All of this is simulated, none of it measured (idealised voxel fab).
This is a process module. Its name is voxel transistor to metal.
Cross-section cut spans 155 nm and uses square cells 5 nm in size.
Cross-section layout: square cells on a grid; listed as bands, top to bottom; a band spans one or more cell rows.
Within each band entry, the heights of the top and of the bottom of the band appear first, in that order and in nm; the materials of the band then follow from left to right, each with its corresponding width in nm. The designation "full width" on a single material indicates that it fills the band from edge to edge; the designation "air" indicates empty space.
Height datum 0, below which the as-received substrate wafer is one material. Lowest band open at the bottom, running downward: "0 down".
With a width like "30..40", each row of cells in the band differs from the next by the same amount, the top row carrying the first number and the bottom row the second.
For the purposes of this document, the phrase "everything unchanged" attached to a step denotes that no cell within the cross-section was modified by that step.
"Voids, fully enclosed": empty spaces of 8 cells or more with no open way to the top, each given as width x height at distance, distance from the left edge, all in nm.
Past the settings on a step's line: simulator remark, on that step.
overlay nm: for a step with a mask, the amount by which the mask lay right of where it was planned; a negative amount means left of it.
Pairs from here to the end. Each: cross-section before one process step, cross-section after it, the latter only as far down as the lowest band that changed. Under each: the step between, and its settings. Mind that the pairs may be taken from different runs of this module on the same starting wafer; whether a pair continues from the pair above depends on its entry headed "Before processing", and it does only where that entry says so.
Before processing
    45 to 35: SiO2 full width
    35 to 20: SiO2 55 nm | SiN 5 nm | SiCN 30 nm | SiN 5 nm | SiO2 60 nm
    20 to 10: SiO2 55 nm | SiN 5 nm | polySi 30 nm | SiN 5 nm | SiO2 60 nm
    10 to 5: SiO2 40 nm | SiGe 15 nm | SiN 5 nm | polySi 30 nm | SiN 5 nm | SiGe 15 nm | SiO2 45 nm
    5 to 0: SiO2 10 nm | SiN 5 nm | SiO2 25 nm | SiGe 15 nm | SiN 5 nm | polySi 30 nm | SiN 5 nm | SiGe 15 nm | SiO2 25 nm | SiN 5 nm | SiO2 15 nm
    0 to -5: SiO2 40 nm | SiGe 15 nm | SiO2 40 nm | SiGe 15 nm | SiO2 45 nm
    -5 to -20: SiO2 15 nm | SiGe 40 nm | Si 40 nm | SiGe 40 nm | SiO2 20 nm
    -20 to -25: SiO2 15 nm | Si 120 nm | SiO2 20 nm
    -25 down: Si full width
    Voids, fully enclosed: none
Sectional View, Post-Process
    20 to 10: SiO2 55 nm | SiN 5 nm | polySi 30 nm | SiN 5 nm | SiO2 60 nm
    Everything under 10 stays put, no change at all.
    Voids, fully enclosed: none
What was done to get from the before section above to the after section? CMP: height nm 20
Before processing: this step begins from the cross-section that the pair just above shows after its step.
Sectional View, Post-Process
    20 to 10: SiO2 55 nm | SiN 5 nm | air 30 nm | SiN 5 nm | SiO2 60 nm
    10 to 5: SiO2 40 nm | SiGe 15 nm | SiN 5 nm | air 30 nm | SiN 5 nm | SiGe 15 nm | SiO2 45 nm
    5 to 0: SiO2 10 nm | SiN 5 nm | SiO2 25 nm | SiGe 15 nm | SiN 5 nm | air 30 nm | SiN 5 nm | SiGe 15 nm | SiO2 25 nm | SiN 5 nm | SiO2 15 nm
    Everything under 0 stays put, no change at all.
    Voids, fully enclosed: none
What was done to get from the before section above to the after section? STRIP: etch materials polySi
Before processing: this step begins from the cross-section that the pair just above shows after its step.
Sectional View, Post-Process
    20 to 15: air 55 nm | SiN 5 nm | air 30 nm | SiN 5 nm | air 60 nm
    15 to 10: SiO2 55 nm | SiN 5 nm | air 30 nm | SiN 5 nm | SiO2 60 nm
    10 to 5: SiO2 40 nm | SiGe 15 nm | SiN 5 nm | air 30 nm | SiN 5 nm | SiGe 15 nm | SiO2 45 nm
    5 to 0: SiO2 10 nm | SiN 5 nm | SiO2 25 nm | SiGe 15 nm | SiN 5 nm | air 30 nm | SiN 5 nm | SiGe 15 nm | SiO2 25 nm | SiN 5 nm | SiO2 15 nm
    0 to -5: SiO2 40 nm | SiGe 15 nm | air 40 nm | SiGe 15 nm | SiO2 45 nm
    Everything under -5 stays put, no change at all.
    Voids, fully enclosed: none
What was done to get from the before section above to the after section? SELECTIVE_ETCH: etch materials SiO2, depth nm 5
Before processing: this step begins from the cross-section that the pair just above shows after its step.
Sectional View, Post-Process
    25 to 20: air 50 nm | HfO2 15 nm | air 20 nm | HfO2 15 nm | air 55 nm
    20 to 15: HfO2 55 nm | SiN 5 nm | HfO2 5 nm | air 20 nm | HfO2 5 nm | SiN 5 nm | HfO2 60 nm
    15 to 10: SiO2 55 nm | SiN 5 nm | HfO2 5 nm | air 20 nm | HfO2 5 nm | SiN 5 nm | SiO2 60 nm
    10 to 5: SiO2 40 nm | SiGe 15 nm | SiN 5 nm | HfO2 5 nm | air 20 nm | HfO2 5 nm | SiN 5 nm | SiGe 15 nm | SiO2 45 nm
    5 to 0: SiO2 10 nm | SiN 5 nm | SiO2 25 nm | SiGe 15 nm | SiN 5 nm | HfO2 5 nm | air 20 nm | HfO2 5 nm | SiN 5 nm | SiGe 15 nm | SiO2 25 nm | SiN 5 nm | SiO2 15 nm
    0 to -5: SiO2 40 nm | SiGe 15 nm | HfO2 40 nm | SiGe 15 nm | SiO2 45 nm
    Everything under -5 stays put, no change at all.
    Voids, fully enclosed: none
What was done to get from the before section above to the after section? CONFORMAL_DEP: material HfO2, thk nm 5
Before processing: this step begins from the cross-section that the pair just above shows after its step.
Sectional View, Post-Process
    30 to 25: air 45 nm | TiN 25 nm | air 10 nm | TiN 25 nm | air 50 nm
    25 to 20: TiN 50 nm | HfO2 15 nm | TiN 5 nm | air 10 nm | TiN 5 nm | HfO2 15 nm | TiN 55 nm
    20 to 15: HfO2 55 nm | SiN 5 nm | HfO2 5 nm | TiN 5 nm | air 10 nm | TiN 5 nm | HfO2 5 nm | SiN 5 nm | HfO2 60 nm
    15 to 10: SiO2 55 nm | SiN 5 nm | HfO2 5 nm | TiN 5 nm | air 10 nm | TiN 5 nm | HfO2 5 nm | SiN 5 nm | SiO2 60 nm
    10 to 5: SiO2 40 nm | SiGe 15 nm | SiN 5 nm | HfO2 5 nm | TiN 5 nm | air 10 nm | TiN 5 nm | HfO2 5 nm | SiN 5 nm | SiGe 15 nm | SiO2 45 nm
    5 to 0: SiO2 10 nm | SiN 5 nm | SiO2 25 nm | SiGe 15 nm | SiN 5 nm | HfO2 5 nm | TiN 20 nm | HfO2 5 nm | SiN 5 nm | SiGe 15 nm | SiO2 25 nm | SiN 5 nm | SiO2 15 nm
    Everything under 0 stays put, no change at all.
    Voids, fully enclosed: none
What was done to get from the before section above to the after section? CONFORMAL_DEP: material TiN, thk nm 5
Before processing: this step begins from the cross-section that the pair just above shows after its step.
Sectional View, Post-Process
    40 to 30: W full width
    30 to 25: W 45 nm | TiN 25 nm | W 10 nm | TiN 25 nm | W 50 nm
    25 to 20: TiN 50 nm | HfO2 15 nm | TiN 5 nm | W 10 nm | TiN 5 nm | HfO2 15 nm | TiN 55 nm
    20 to 15: HfO2 55 nm | SiN 5 nm | HfO2 5 nm | TiN 5 nm | W 10 nm | TiN 5 nm | HfO2 5 nm | SiN 5 nm | HfO2 60 nm
    15 to 10: SiO2 55 nm | SiN 5 nm | HfO2 5 nm | TiN 5 nm | W 10 nm | TiN 5 nm | HfO2 5 nm | SiN 5 nm | SiO2 60 nm
    10 to 5: SiO2 40 nm | SiGe 15 nm | SiN 5 nm | HfO2 5 nm | TiN 5 nm | W 10 nm | TiN 5 nm | HfO2 5 nm | SiN 5 nm | SiGe 15 nm | SiO2 45 nm
    Everything under 5 stays put, no change at all.
    Voids, fully enclosed: none
What was done to get from the before section above to the after section? FILL_DEP: material W, thk nm 10
Before processing: this step begins from the cross-section that the pair just above shows after its step.
Sectional View, Post-Process
    15 to 10: SiO2 55 nm | SiN 5 nm | HfO2 5 nm | TiN 5 nm | W 10 nm | TiN 5 nm | HfO2 5 nm | SiN 5 nm | SiO2 60 nm
    Everything under 10 stays put, no change at all.
    Voids, fully enclosed: none
What was done to get from the before section above to the after section? CMP: height nm 15
Before processing: this step begins from the cross-section that the pair just above shows after its step.
Sectional View, Post-Process
    30 to 15: SiO2 full width
    Everything under 15 stays put, no change at all.
    Voids, fully enclosed: none
What was done to get from the before section above to the after section? DIRECTIONAL_DEP: material SiO2, thk nm 15
Before processing: this step begins from the cross-section that the pair just above shows after its step.
Sectional View, Post-Process
    50 to 30: resist 25 nm | air 20 nm | resist 60 nm | air 20 nm | resist 30 nm
    Everything under 30 stays put, no change at all.
    Voids, fully enclosed: none
What was done to get from the before section above to the after section? PATTERN: tone open, mask id CONTACT, material resist, width nm 20, pitch nm 80, thk nm 20, overlay nm 0
Before processing: this step begins from the cross-section that the pair just above shows after its step.
Sectional View, Post-Process
    50 to 30: resist 25 nm | air 20 nm | resist 60 nm | air 20 nm | resist 30 nm
    30 to 15: SiO2 25 nm | air 20 nm | SiO2 60 nm | air 20 nm | SiO2 30 nm
    15 to 10: SiO2 25 nm | air 20 nm | SiO2 10 nm | SiN 5 nm | HfO2 5 nm | TiN 5 nm | W 10 nm | TiN 5 nm | HfO2 5 nm | SiN 5 nm | SiO2 10 nm | air 20 nm | SiO2 30 nm
    10 to 5: SiO2 25 nm | air 15 nm | SiGe 15 nm | SiN 5 nm | HfO2 5 nm | TiN 5 nm | W 10 nm | TiN 5 nm | HfO2 5 nm | SiN 5 nm | SiGe 15 nm | air 15 nm | SiO2 30 nm
    5 to 0: SiO2 10 nm | SiN 5 nm | SiO2 10 nm | air 15 nm | SiGe 15 nm | SiN 5 nm | HfO2 5 nm | TiN 20 nm | HfO2 5 nm | SiN 5 nm | SiGe 15 nm | air 15 nm | SiO2 10 nm | SiN 5 nm | SiO2 15 nm
    0 to -5: SiO2 25 nm | air 15 nm | SiGe 15 nm | HfO2 40 nm | SiGe 15 nm | air 15 nm | SiO2 30 nm
    Everything under -5 stays put, no change at all.
    Voids, fully enclosed: none
What was done to get from the before section above to the after section? DIRECTIONAL_ETCH: etch materials SiO2, depth nm 35
Before processing: this step begins from the cross-section that the pair just above shows after its step.
Sectional View, Post-Process
    30 to 15: SiO2 25 nm | air 20 nm | SiO2 60 nm | air 20 nm | SiO2 30 nm
    Everything under 15 stays put, no change at all.
    Voids, fully enclosed: none
What was done to get from the before section above to the after section? STRIP: etch materials resist
Before processing: this step begins from the cross-section that the pair just above shows after its step.
Sectional View, Post-Process
    35 to 30: TiN 30 nm | air 10 nm | TiN 70 nm | air 10 nm | TiN 35 nm
    30 to 15: SiO2 25 nm | TiN 5 nm | air 10 nm | TiN 5 nm | SiO2 60 nm | TiN 5 nm | air 10 nm | TiN 5 nm | SiO2 30 nm
    15 to 10: SiO2 25 nm | TiN 5 nm | air 5 nm | TiN 10 nm | SiO2 10 nm | SiN 5 nm | HfO2 5 nm | TiN 5 nm | W 10 nm | TiN 5 nm | HfO2 5 nm | SiN 5 nm | SiO2 10 nm | TiN 10 nm | air 5 nm | TiN 5 nm | SiO2 30 nm
    10 to 5: SiO2 25 nm | TiN 5 nm | air 5 nm | TiN 5 nm | SiGe 15 nm | SiN 5 nm | HfO2 5 nm | TiN 5 nm | W 10 nm | TiN 5 nm | HfO2 5 nm | SiN 5 nm | SiGe 15 nm | TiN 5 nm | air 5 nm | TiN 5 nm | SiO2 30 nm
    5 to 0: SiO2 10 nm | SiN 5 nm | SiO2 10 nm | TiN 5 nm | air 5 nm | TiN 5 nm | SiGe 15 nm | SiN 5 nm | HfO2 5 nm | TiN 20 nm | HfO2 5 nm | SiN 5 nm | SiGe 15 nm | TiN 5 nm | air 5 nm | TiN 5 nm | SiO2 10 nm | SiN 5 nm | SiO2 15 nm
    0 to -5: SiO2 25 nm | TiN 15 nm | SiGe 15 nm | HfO2 40 nm | SiGe 15 nm | TiN 15 nm | SiO2 30 nm
    Everything under -5 stays put, no change at all.
    Voids, fully enclosed: none
What was done to get from the before section above to the after section? CONFORMAL_DEP: material TiN, thk nm 5
Before processing: this step begins from the cross-section that the pair just above shows after its step.
Sectional View, Post-Process
    40 to 35: W full width
    35 to 30: TiN 30 nm | W 10 nm | TiN 70 nm | W 10 nm | TiN 35 nm
    30 to 15: SiO2 25 nm | TiN 5 nm | W 10 nm | TiN 5 nm | SiO2 60 nm | TiN 5 nm | W 10 nm | TiN 5 nm | SiO2 30 nm
    15 to 10: SiO2 25 nm | TiN 5 nm | W 5 nm | TiN 10 nm | SiO2 10 nm | SiN 5 nm | HfO2 5 nm | TiN 5 nm | W 10 nm | TiN 5 nm | HfO2 5 nm | SiN 5 nm | SiO2 10 nm | TiN 10 nm | W 5 nm | TiN 5 nm | SiO2 30 nm
    10 to 5: SiO2 25 nm | TiN 5 nm | W 5 nm | TiN 5 nm | SiGe 15 nm | SiN 5 nm | HfO2 5 nm | TiN 5 nm | W 10 nm | TiN 5 nm | HfO2 5 nm | SiN 5 nm | SiGe 15 nm | TiN 5 nm | W 5 nm | TiN 5 nm | SiO2 30 nm
    5 to 0: SiO2 10 nm | SiN 5 nm | SiO2 10 nm | TiN 5 nm | W 5 nm | TiN 5 nm | SiGe 15 nm | SiN 5 nm | HfO2 5 nm | TiN 20 nm | HfO2 5 nm | SiN 5 nm | SiGe 15 nm | TiN 5 nm | W 5 nm | TiN 5 nm | SiO2 10 nm | SiN 5 nm | SiO2 15 nm
    Everything under 0 stays put, no change at all.
    Voids, fully enclosed: none
What was done to get from the before section above to the after section? FILL_DEP: material W, thk nm 5
Before processing: this step begins from the cross-section that the pair just above shows after its step.
Sectional View, Post-Process
    30 to 15: SiO2 25 nm | TiN 5 nm | W 10 nm | TiN 5 nm | SiO2 60 nm | TiN 5 nm | W 10 nm | TiN 5 nm | SiO2 30 nm
    Everything under 15 stays put, no change at all.
    Voids, fully enclosed: none
What was done to get from the before section above to the after section? CMP: height nm 30
Before processing: this step begins from the cross-section that the pair just above shows after its step.
Sectional View, Post-Process
    35 to 30: TiN full width
    Everything under 30 stays put, no change at all.
    Voids, fully enclosed: none
What was done to get from the before section above to the after section? DIRECTIONAL_DEP: material TiN, thk nm 5
Before processing: this step begins from the cross-section that the pair just above shows after its step.
Sectional View, Post-Process
    60 to 35: Ru full width
    Everything under 35 stays put, no change at all.
    Voids, fully enclosed: none
What was done to get from the before section above to the after section? DIRECTIONAL_DEP: material Ru, thk nm 25
Before processing: this step begins from the cross-section that the pair just above shows after its step.
Sectional View, Post-Process
    60 to 35: air 25 nm | Ru 20 nm | air 60 nm | Ru 20 nm | air 30 nm
    Everything under 35 stays put, no change at all.
    Voids, fully enclosed: none
What was done to get from the before section above to the after section? MASKED_ETCH: tone cover, mask id METAL_1, width nm 20, pitch nm 80, etch materials Ru, depth nm 25, overlay nm 0
Before processing: this step begins from the cross-section that the pair just above shows after its step.
Sectional View, Post-Process
    60 to 35: air 25 nm | Ru 20 nm | air 60 nm | Ru 20 nm | air 30 nm
    35 to 30: air 25 nm | TiN 20 nm | air 60 nm | TiN 20 nm | air 30 nm
    Everything under 30 stays put, no change at all.
    Voids, fully enclosed: none
What was done to get from the before section above to the after section? MASKED_ETCH: tone cover, mask id METAL_1, width nm 20, pitch nm 80, etch materials TiN, depth nm 5, overlay nm 0
Before processing: this step begins from the cross-section that the pair just above shows after its step.
Sectional View, Post-Process
    70 to 60: lowk full width
    60 to 35: lowk 25 nm | Ru 20 nm | lowk 60 nm | Ru 20 nm | lowk 30 nm
    35 to 30: lowk 25 nm | TiN 20 nm | lowk 60 nm | TiN 20 nm | lowk 30 nm
    Everything under 30 stays put, no change at all.
    Voids, fully enclosed: none
What was done to get from the before section above to the after section? FILL_DEP: material lowk, thk nm 10
Before processing: this step begins from the cross-section that the pair just above shows after its step.
Sectional View, Post-Process
    60 to 35: lowk 25 nm | Ru 20 nm | lowk 60 nm | Ru 20 nm | lowk 30 nm
    Everything under 35 stays put, no change at all.
    Voids, fully enclosed: none
What was done to get from the before section above to the after section? CMP: height nm 60
Before processing: this step begins from the cross-section that the pair just above shows after its step.
Sectional View, Post-Process
    65 to 60: SiCN full width
    Everything under 60 stays put, no change at all.
    Voids, fully enclosed: none
What was done to get from the before section above to the after section? CONFORMAL_DEP: material SiCN, thk nm 5
Before processing: this step begins from the cross-section that the pair just above shows after its step.
Sectional View, Post-Process
    100 to 65: SiO2 full width
    Everything under 65 stays put, no change at all.
    Voids, fully enclosed: none
What was done to get from the before section above to the after section? DIRECTIONAL_DEP: material SiO2, thk nm 35
Before processing: this step begins from the cross-section that the pair just above shows after its step.
Sectional View, Post-Process
    100 to 80: SiO2 25 nm | air 20 nm | SiO2 60 nm | air 20 nm | SiO2 30 nm
    Everything under 80 stays put, no change at all.
    Voids, fully enclosed: none
What was done to get from the before section above to the after section? MASKED_ETCH: tone open, mask id METAL_2, width nm 20, pitch nm 80, etch materials SiO2, depth nm 20, overlay nm 0
Before processing: this step begins from the cross-section that the pair just above shows after its step.
Sectional View, Post-Process
    110 to 100: aC 25 nm | air 20 nm | aC 60 nm | air 20 nm | aC 30 nm
    100 to 90: SiO2 25 nm | air 20 nm | SiO2 60 nm | air 20 nm | SiO2 30 nm
    90 to 80: SiO2 25 nm | aC 20 nm | SiO2 60 nm | aC 20 nm | SiO2 30 nm
    Everything under 80 stays put, no change at all.
    Voids, fully enclosed: none
What was done to get from the before section above to the after section? DIRECTIONAL_DEP: material aC, thk nm 10
Before processing: this step begins from the cross-section that the pair just above shows after its step.
Sectional View, Post-Process
    140 to 110: resist 25 nm | air 15 nm | resist 65 nm | air 15 nm | resist 35 nm
    110 to 100: aC 25 nm | air 15 nm | resist 5 nm | aC 60 nm | air 15 nm | resist 5 nm | aC 30 nm
    100 to 90: SiO2 25 nm | air 15 nm | resist 5 nm | SiO2 60 nm | air 15 nm | resist 5 nm | SiO2 30 nm
    Everything under 90 stays put, no change at all.
    Voids, fully enclosed: none
What was done to get from the before section above to the after section? PATTERN: tone open, mask id METAL_2_HOLES, material resist, width nm 15, pitch nm 80, thk nm 30, overlay nm 0
Before processing: this step begins from the cross-section that the pair just above shows after its step.
Sectional View, Post-Process
    130 to 110: resist 25 nm | air 15 nm | resist 65 nm | air 15 nm | resist 35 nm
    110 to 100: aC 25 nm | air 15 nm | resist 5 nm | aC 60 nm | air 15 nm | resist 5 nm | aC 30 nm
    100 to 90: SiO2 25 nm | air 15 nm | resist 5 nm | SiO2 60 nm | air 15 nm | resist 5 nm | SiO2 30 nm
    90 to 80: SiO2 25 nm | air 15 nm | aC 5 nm | SiO2 60 nm | air 15 nm | aC 5 nm | SiO2 30 nm
    Everything under 80 stays put, no change at all.
    Voids, fully enclosed: none
What was done to get from the before section above to the after section? DIRECTIONAL_ETCH: etch materials aC, depth nm 10
Before processing: this step begins from the cross-section that the pair just above shows after its step.
Sectional View, Post-Process
    110 to 100: aC 25 nm | air 20 nm | aC 60 nm | air 20 nm | aC 30 nm
    100 to 90: SiO2 25 nm | air 20 nm | SiO2 60 nm | air 20 nm | SiO2 30 nm
    Everything under 90 stays put, no change at all.
    Voids, fully enclosed: none
What was done to get from the before section above to the after section? STRIP: etch materials resist
Before processing: this step begins from the cross-section that the pair just above shows after its step.
Sectional View, Post-Process
    110 to 100: aC 25 nm | air 20 nm | aC 60 nm | air 20 nm | aC 30 nm
    100 to 90: SiO2 25 nm | air 20 nm | SiO2 60 nm | air 20 nm | SiO2 30 nm
    90 to 80: SiO2 25 nm | air 15 nm | aC 5 nm | SiO2 60 nm | air 15 nm | aC 5 nm | SiO2 30 nm
    80 to 65: SiO2 25 nm | air 15 nm | SiO2 65 nm | air 15 nm | SiO2 35 nm
    Everything under 65 stays put, no change at all.
    Voids, fully enclosed: none
What was done to get from the before section above to the after section? DIRECTIONAL_ETCH: etch materials SiO2, depth nm 15
Before processing: this step begins from the cross-section that the pair just above shows after its step.
Sectional View, Post-Process
    110 to 100: aC 25 nm | air 20 nm | aC 60 nm | air 20 nm | aC 30 nm
    100 to 90: SiO2 25 nm | air 20 nm | SiO2 60 nm | air 20 nm | SiO2 30 nm
    90 to 80: SiO2 25 nm | air 15 nm | aC 5 nm | SiO2 60 nm | air 15 nm | aC 5 nm | SiO2 30 nm
    80 to 65: SiO2 25 nm | air 15 nm | SiO2 65 nm | air 15 nm | SiO2 35 nm
    65 to 60: SiCN 25 nm | air 15 nm | SiCN 65 nm | air 15 nm | SiCN 35 nm
    Everything under 60 stays put, no change at all.
    Voids, fully enclosed: none
What was done to get from the before section above to the after section? DIRECTIONAL_ETCH: etch materials SiCN, depth nm 5
Before processing: this step begins from the cross-section that the pair just above shows after its step.
Sectional View, Post-Process
    100 to 80: SiO2 25 nm | air 20 nm | SiO2 60 nm | air 20 nm | SiO2 30 nm
    Everything under 80 stays put, no change at all.
    Voids, fully enclosed: none
What was done to get from the before section above to the after section? STRIP: etch materials aC
Before processing: this step begins from the cross-section that the pair just above shows after its step.
Sectional View, Post-Process
    105 to 100: TiN 30 nm | air 10 nm | TiN 70 nm | air 10 nm | TiN 35 nm
    100 to 85: SiO2 25 nm | TiN 5 nm | air 10 nm | TiN 5 nm | SiO2 60 nm | TiN 5 nm | air 10 nm | TiN 5 nm | SiO2 30 nm
    85 to 80: SiO2 25 nm | TiN 5 nm | air 5 nm | TiN 10 nm | SiO2 60 nm | TiN 5 nm | air 5 nm | TiN 10 nm | SiO2 30 nm
    80 to 65: SiO2 25 nm | TiN 5 nm | air 5 nm | TiN 5 nm | SiO2 65 nm | TiN 5 nm | air 5 nm | TiN 5 nm | SiO2 35 nm
    65 to 60: SiCN 25 nm | TiN 15 nm | SiCN 65 nm | TiN 15 nm | SiCN 35 nm
    Everything under 60 stays put, no change at all.
    Voids, fully enclosed: none
What was done to get from the before section above to the after section? CONFORMAL_DEP: material TiN, thk nm 5
Before processing: this step begins from the cross-section that the pair just above shows after its step.
Sectional View, Post-Process
    115 to 105: Cu full width
    105 to 100: TiN 30 nm | Cu 10 nm | TiN 70 nm | Cu 10 nm | TiN 35 nm
    100 to 85: SiO2 25 nm | TiN 5 nm | Cu 10 nm | TiN 5 nm | SiO2 60 nm | TiN 5 nm | Cu 10 nm | TiN 5 nm | SiO2 30 nm
    85 to 80: SiO2 25 nm | TiN 5 nm | Cu 5 nm | TiN 10 nm | SiO2 60 nm | TiN 5 nm | Cu 5 nm | TiN 10 nm | SiO2 30 nm
    80 to 65: SiO2 25 nm | TiN 5 nm | Cu 5 nm | TiN 5 nm | SiO2 65 nm | TiN 5 nm | Cu 5 nm | TiN 5 nm | SiO2 35 nm
    Everything under 65 stays put, no change at all.
    Voids, fully enclosed: none
What was done to get from the before section above to the after section? FILL_DEP: material Cu, thk nm 10
Before processing: this step begins from the cross-section that the pair just above shows after its step.
Sectional View, Post-Process
    100 to 85: SiO2 25 nm | TiN 5 nm | Cu 10 nm | TiN 5 nm | SiO2 60 nm | TiN 5 nm | Cu 10 nm | TiN 5 nm | SiO2 30 nm
    Everything under 85 stays put, no change at all.
    Voids, fully enclosed: none
What was done to get from the before section above to the after section? CMP: height nm 100
Before processing: this step begins from the cross-section that the pair just above shows after its step.
Sectional View, Post-Process
    105 to 100: SiCN full width
    Everything under 100 stays put, no change at all.
    Voids, fully enclosed: none
What was done to get from the before section above to the after section? CONFORMAL_DEP: material SiCN, thk nm 5
Before processing
    30 to 15: SiO2 full width
    15 to 10: SiO2 55 nm | SiN 5 nm | HfO2 5 nm | TiN 5 nm | W 10 nm | TiN 5 nm | HfO2 5 nm | SiN 5 nm | SiO2 60 nm
    10 to 5: SiO2 40 nm | SiGe 15 nm | SiN 5 nm | HfO2 5 nm | TiN 5 nm | W 10 nm | TiN 5 nm | HfO2 5 nm | SiN 5 nm | SiGe 15 nm | SiO2 45 nm
    5 to 0: SiO2 10 nm | SiN 5 nm | SiO2 25 nm | SiGe 15 nm | SiN 5 nm | HfO2 5 nm | TiN 20 nm | HfO2 5 nm | SiN 5 nm | SiGe 15 nm | SiO2 25 nm | SiN 5 nm | SiO2 15 nm
    0 to -5: SiO2 40 nm | SiGe 15 nm | HfO2 40 nm | SiGe 15 nm | SiO2 45 nm
    -5 to -20: SiO2 15 nm | SiGe 40 nm | Si 40 nm | SiGe 40 nm | SiO2 20 nm
    -20 down: Si full width
    Voids, fully enclosed: none
Sectional View, Post-Process
    50 to 30: resist 30 nm | air 15 nm | resist 65 nm | air 15 nm | resist 30 nm
    Everything under 30 stays put, no change at all.
    Voids, fully enclosed: none
What was done to get from the before section above to the after section? PATTERN: tone open, mask id CONTACT, material resist, width nm 15, pitch nm 80, thk nm 20, overlay nm 0
Before processing: this step begins from the cross-section that the pair just above shows after its step.
Sectional View, Post-Process
    50 to 30: resist 30 nm | air 15 nm | resist 65 nm | air 15 nm | resist 30 nm
    30 to 15: SiO2 30 nm | air 15 nm | SiO2 65 nm | air 15 nm | SiO2 30 nm
    15 to 10: SiO2 30 nm | air 15 nm | SiO2 10 nm | SiN 5 nm | HfO2 5 nm | TiN 5 nm | W 10 nm | TiN 5 nm | HfO2 5 nm | SiN 5 nm | SiO2 15 nm | air 15 nm | SiO2 30 nm
    10 to 5: SiO2 30 nm | air 10 nm | SiGe 15 nm | SiN 5 nm | HfO2 5 nm | TiN 5 nm | W 10 nm | TiN 5 nm | HfO2 5 nm | SiN 5 nm | SiGe 15 nm | air 15 nm | SiO2 30 nm
    5 to 0: SiO2 10 nm | SiN 5 nm | SiO2 15 nm | air 10 nm | SiGe 15 nm | SiN 5 nm | HfO2 5 nm | TiN 20 nm | HfO2 5 nm | SiN 5 nm | SiGe 15 nm | air 15 nm | SiO2 10 nm | SiN 5 nm | SiO2 15 nm
    0 to -5: SiO2 30 nm | air 10 nm | SiGe 15 nm | HfO2 40 nm | SiGe 15 nm | air 15 nm | SiO2 30 nm
    Everything under -5 stays put, no change at all.
    Voids, fully enclosed: none
What was done to get from the before section above to the after section? DIRECTIONAL_ETCH: etch materials SiO2, depth nm 35
Before processing: this step begins from the cross-section that the pair just above shows after its step.
Sectional View, Post-Process
    30 to 15: SiO2 30 nm | air 15 nm | SiO2 65 nm | air 15 nm | SiO2 30 nm
    Everything under 15 stays put, no change at all.
    Voids, fully enclosed: none
What was done to get from the before section above to the after section? STRIP: etch materials resist
Before processing: this step begins from the cross-section that the pair just above shows after its step.
Sectional View, Post-Process
    35 to 30: TiN 35 nm | air 5 nm | TiN 75 nm | air 5 nm | TiN 35 nm
    30 to 15: SiO2 30 nm | TiN 5 nm | air 5 nm | TiN 5 nm | SiO2 65 nm | TiN 5 nm | air 5 nm | TiN 5 nm | SiO2 30 nm
    15 to 10: SiO2 30 nm | TiN 15 nm | SiO2 10 nm | SiN 5 nm | HfO2 5 nm | TiN 5 nm | W 10 nm | TiN 5 nm | HfO2 5 nm | SiN 5 nm | SiO2 15 nm | TiN 5 nm | air 5 nm | TiN 5 nm | SiO2 30 nm
    10 to 5: SiO2 30 nm | TiN 10 nm | SiGe 15 nm | SiN 5 nm | HfO2 5 nm | TiN 5 nm | W 10 nm | TiN 5 nm | HfO2 5 nm | SiN 5 nm | SiGe 15 nm | TiN 5 nm | air 5 nm | TiN 5 nm | SiO2 30 nm
    5 to 0: SiO2 10 nm | SiN 5 nm | SiO2 15 nm | TiN 10 nm | SiGe 15 nm | SiN 5 nm | HfO2 5 nm | TiN 20 nm | HfO2 5 nm | SiN 5 nm | SiGe 15 nm | TiN 5 nm | air 5 nm | TiN 5 nm | SiO2 10 nm | SiN 5 nm | SiO2 15 nm
    0 to -5: SiO2 30 nm | TiN 10 nm | SiGe 15 nm | HfO2 40 nm | SiGe 15 nm | TiN 15 nm | SiO2 30 nm
    Everything under -5 stays put, no change at all.
    Voids, fully enclosed: none
What was done to get from the before section above to the after section? CONFORMAL_DEP: material TiN, thk nm 5
Before processing: this step begins from the cross-section that the pair just above shows after its step.
Sectional View, Post-Process
    40 to 35: W full width
    35 to 30: TiN 35 nm | W 5 nm | TiN 75 nm | W 5 nm | TiN 35 nm
    30 to 15: SiO2 30 nm | TiN 5 nm | W 5 nm | TiN 5 nm | SiO2 65 nm | TiN 5 nm | W 5 nm | TiN 5 nm | SiO2 30 nm
    15 to 10: SiO2 30 nm | TiN 15 nm | SiO2 10 nm | SiN 5 nm | HfO2 5 nm | TiN 5 nm | W 10 nm | TiN 5 nm | HfO2 5 nm | SiN 5 nm | SiO2 15 nm | TiN 5 nm | W 5 nm | TiN 5 nm | SiO2 30 nm
    10 to 5: SiO2 30 nm | TiN 10 nm | SiGe 15 nm | SiN 5 nm | HfO2 5 nm | TiN 5 nm | W 10 nm | TiN 5 nm | HfO2 5 nm | SiN 5 nm | SiGe 15 nm | TiN 5 nm | W 5 nm | TiN 5 nm | SiO2 30 nm
    5 to 0: SiO2 10 nm | SiN 5 nm | SiO2 15 nm | TiN 10 nm | SiGe 15 nm | SiN 5 nm | HfO2 5 nm | TiN 20 nm | HfO2 5 nm | SiN 5 nm | SiGe 15 nm | TiN 5 nm | W 5 nm | TiN 5 nm | SiO2 10 nm | SiN 5 nm | SiO2 15 nm
    Everything under 0 stays put, no change at all.
    Voids, fully enclosed: none
What was done to get from the before section above to the after section? FILL_DEP: material W, thk nm 5
Before processing: this step begins from the cross-section that the pair just above shows after its step.
Sectional View, Post-Process
    30 to 15: SiO2 30 nm | TiN 5 nm | W 5 nm | TiN 5 nm | SiO2 65 nm | TiN 5 nm | W 5 nm | TiN 5 nm | SiO2 30 nm
    Everything under 15 stays put, no change at all.
    Voids, fully enclosed: none
What was done to get from the before section above to the after section? CMP: height nm 30
Before processing: this step begins from the cross-section that the pair just above shows after its step.
Sectional View, Post-Process
    35 to 30: TiN full width
    Everything under 30 stays put, no change at all.
    Voids, fully enclosed: none
What was done to get from the before section above to the after section? DIRECTIONAL_DEP: material TiN, thk nm 5
Before processing: this step begins from the cross-section that the pair just above shows after its step.
Sectional View, Post-Process
    60 to 35: Ru full width
    Everything under 35 stays put, no change at all.
    Voids, fully enclosed: none
What was done to get from the before section above to the after section? DIRECTIONAL_DEP: material Ru, thk nm 25
Before processing: this step begins from the cross-section that the pair just above shows after its step.
Sectional View, Post-Process
    60 to 35: air 25 nm | Ru 20 nm | air 60 nm | Ru 20 nm | air 30 nm
    Everything under 35 stays put, no change at all.
    Voids, fully enclosed: none
What was done to get from the before section above to the after section? MASKED_ETCH: tone cover, mask id METAL_1, width nm 20, pitch nm 80, etch materials Ru, depth nm 25, overlay nm 0
